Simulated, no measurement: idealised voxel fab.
This section sets out a process module, namely voxel transistor to metal.
Xsec cut, 155 nm wide, square cell size 5 nm.
Notation: cross-section as square-cell grid; stated in bands, top first, going down; one or more cell rows per band.
Heights first: top, then bottom, in nm. Then materials, left to right, each with a width in nm. "throughout" on a single material: fills the band edge to edge. "empty": empty space.
For the purposes of this specification, 0 denotes the height below which the wafer in its as-received condition is composed wholly of one material, and the lowermost band, lacking a lower limit, extends downward without end, as expressed in "z 0 and below".
Read "30..40" as a graded width: first number on top, second number at the bottom, same change between each pair of neighbouring rows.
Where a step carries "identical to before", the cross-section came out of it unchanged, cell for cell.
Fully enclosed voids: empty space of 8 cells or more with no open way to the top, each as width x height at its distance from the left edge, in nm
If you see something after the settings on a step's line, that's the simulator's own remark about that step.
overlay nm: for a step with a mask, the amount by which the mask lay right of where it was planned; a negative amount means left of it.
Process steps (planned):
| 1 | RECEIVE | material Si |
| 2 | CONFORMAL_DEP | material SiO2 | thk nm 5 |
| 3 | CONFORMAL_DEP | material SiN | thk nm 10 |
| 4 | PATTERN | tone cover | mask id ACTIVE | material resist | width nm 100 | thk nm 20 | overlay nm 0 |
| 5 | DIRECTIONAL_ETCH | etch materials SiN | depth nm 10 |
| 6 | DIRECTIONAL_ETCH | etch materials SiO2 | depth nm 5 |
| 7 | DIRECTIONAL_ETCH | etch materials Si | depth nm 25 |
| 8 | STRIP | etch materials resist |
| 9 | OXIDIZE | depth nm 5 |
| 10 | FILL_DEP | material SiO2 | thk nm 5 |
| 11 | CMP | height nm 15 |
| 12 | SELECTIVE_ETCH | etch materials SiO2 | depth nm 5 |
| 13 | STRIP | etch materials SiN |
| 14 | SELECTIVE_ETCH | etch materials SiO2 | depth nm 5 |
| 15 | OXIDIZE | depth nm 5 |
| 16 | DIRECTIONAL_DEP | material polySi | thk nm 30 |
| 17 | DIRECTIONAL_DEP | material SiCN | thk nm 15 |
| 18 | MASKED_ETCH | tone cover | mask id GATE | width nm 20 | etch materials SiCN | depth nm 25 | overlay nm 0 |
| 19 | MASKED_ETCH | tone cover | mask id GATE | width nm 20 | etch materials polySi | depth nm 40 | overlay nm 0 |
| 20 | CONFORMAL_DEP | material SiN | thk nm 10 |
| 21 | DIRECTIONAL_ETCH | etch materials SiN | depth nm 10 |
| 22 | DIRECTIONAL_ETCH | etch materials SiO2 | depth nm 5 |
| 23 | EPI | material SiGe | thk nm 5 |
| 24 | FILL_DEP | material SiO2 | thk nm 10 |
| 25 | CMP | height nm 45 |
| 26 | DIRECTIONAL_DEP | material SiO2 | thk nm 10 |
| 27 | PATTERN | tone open | mask id CONTACT | material resist | width nm 15 | pitch nm 65 | thk nm 20 | overlay nm 0 |
| 28 | DIRECTIONAL_ETCH | etch materials SiO2 | depth nm 55 |
| 29 | STRIP | etch materials resist |
| 30 | CONFORMAL_DEP | material TiN | thk nm 5 |
| 31 | FILL_DEP | material W | thk nm 5 |
| 32 | CMP | height nm 55 |
| 33 | DIRECTIONAL_DEP | material TiN | thk nm 5 |
| 34 | DIRECTIONAL_DEP | material Ru | thk nm 20 |
| 35 | PATTERN | tone cover | mask id METAL_1 | material resist | width nm 15 | pitch nm 65 | thk nm 20 | overlay nm 0 |
| 36 | DIRECTIONAL_ETCH | etch materials Ru | depth nm 20 |
| 37 | DIRECTIONAL_ETCH | etch materials TiN | depth nm 5 |
| 38 | STRIP | etch materials resist |
| 39 | FILL_DEP | material SiO2 | thk nm 10 |
| 40 | CMP | height nm 80 |
| 41 | CONFORMAL_DEP | material SiCN | thk nm 5 |
| 42 | DIRECTIONAL_DEP | material lowk | thk nm 25 |
| 43 | DIRECTIONAL_DEP | material aC | thk nm 10 |
| 44 | PATTERN | tone open | mask id METAL_2 | material resist | width nm 15 | pitch nm 65 | thk nm 30 | overlay nm 0 |
| 45 | DIRECTIONAL_ETCH | etch materials aC | depth nm 10 |
| 46 | STRIP | etch materials resist |
| 47 | DIRECTIONAL_ETCH | etch materials lowk | depth nm 15 |
| 48 | STRIP | etch materials aC |
| 49 | MASKED_ETCH | tone open | mask id METAL_2_HOLES | width nm 15 | pitch nm 65 | etch materials lowk | depth nm 10 | overlay nm 0 |
| 50 | MASKED_ETCH | tone open | mask id METAL_2_HOLES | width nm 15 | pitch nm 65 | etch materials SiCN | depth nm 5 | overlay nm 0 |
| 51 | CONFORMAL_DEP | material TiN | thk nm 5 |
| 52 | FILL_DEP | material Cu | thk nm 10 |
| 53 | CMP | height nm 110 |
| 54 | CONFORMAL_DEP | material SiN | thk nm 5 |
Cross-section of the wafer as it came to us, i.e., already through step 1:
	z 0 and below | Si throughout
	Fully enclosed voids: none
Cross-section, first of two wafers, end of module, run as planned:
	z 115 to 110 | SiN throughout
	z 110 to 85 | lowk 35 | TiN 5 | Cu 5 | TiN 5 | lowk 50 | TiN 5 | Cu 5 | TiN 5 | lowk 40
	z 85 to 80 | SiCN 35 | TiN 15 | SiCN 50 | TiN 15 | SiCN 40
	z 80 to 60 | SiO2 35 | Ru 15 | SiO2 50 | Ru 15 | SiO2 40
	z 60 to 55 | SiO2 35 | TiN 15 | SiO2 50 | TiN 15 | SiO2 40
	z 55 to 45 | SiO2 35 | TiN 5 | W 5 | TiN 5 | SiO2 50 | TiN 5 | W 5 | TiN 5 | SiO2 40
	z 45 to 30 | SiO2 35 | TiN 5 | W 5 | TiN 5 | SiO2 5 | SiN 10 | SiCN 20 | SiN 10 | SiO2 5 | TiN 5 | W 5 | TiN 5 | SiO2 40
	z 30 to 5 | SiO2 35 | TiN 5 | W 5 | TiN 5 | SiO2 5 | SiN 10 | polySi 20 | SiN 10 | SiO2 5 | TiN 5 | W 5 | TiN 5 | SiO2 40
	z 5 to 0 | SiO2 20 | SiN 10 | SiO2 5 | TiN 15 | SiO2 5 | SiN 10 | polySi 20 | SiN 10 | SiO2 5 | TiN 15 | SiO2 5 | SiN 10 | SiO2 25
	z 0 to -5 | SiO2 30 | SiGe 25 | SiO2 40 | SiGe 25 | SiO2 35
	z -5 to -30 | SiO2 30 | Si 90 | SiO2 35
	z -30 and below | Si throughout
	Fully enclosed voids: none
Cross-section, wafer two of two, end of module: same start and plan as wafer one, one error in execution:
	z 115 to 110 | SiN throughout
	z 110 to 85 | lowk 35 | TiN 5 | Cu 5 | TiN 5 | lowk 50 | TiN 5 | Cu 5 | TiN 5 | lowk 40
	z 85 to 80 | SiCN 35 | TiN 15 | SiCN 50 | TiN 15 | SiCN 40
	z 80 to 60 | SiO2 35 | Ru 15 | SiO2 50 | Ru 15 | SiO2 40
	z 60 to 55 | SiO2 35 | TiN 15 | SiO2 50 | TiN 15 | SiO2 40
	z 55 to 45 | SiO2 35 | TiN 5 | W 5 | TiN 5 | SiO2 50 | TiN 5 | W 5 | TiN 5 | SiO2 40
	z 45 to 30 | SiO2 35 | TiN 5 | W 5 | TiN 5 | SiO2 5 | SiN 10 | SiCN 20 | SiN 10 | SiO2 5 | TiN 5 | W 5 | TiN 5 | SiO2 40
	z 30 to 5 | SiO2 35 | TiN 5 | W 5 | TiN 5 | SiN 10 | polySi 25 | SiN 10 | SiO2 5 | TiN 5 | W 5 | TiN 5 | SiO2 40
	z 5 to 0 | SiO2 20 | SiN 10 | SiO2 5 | TiN 15 | SiN 10 | polySi 25 | SiN 10 | SiO2 5 | TiN 15 | SiO2 5 | SiN 10 | SiO2 25
	z 0 to -5 | SiO2 30 | SiGe 20 | SiO2 45 | SiGe 25 | SiO2 35
	z -5 to -30 | SiO2 30 | Si 90 | SiO2 35
	z -30 and below | Si throughout
	Fully enclosed voids: none
Diagnosis: step 19 deviated from plan and actually ran as MASKED_ETCH | tone cover | mask id GATE | width nm 20 | etch materials polySi | depth nm 40 | overlay nm -5
Once processing is complete, comparing cell counts shows that the second wafer has more or fewer of certain materials than the first: 1 fewer of SiGe, 5 fewer of SiO2, 6 more of polySi
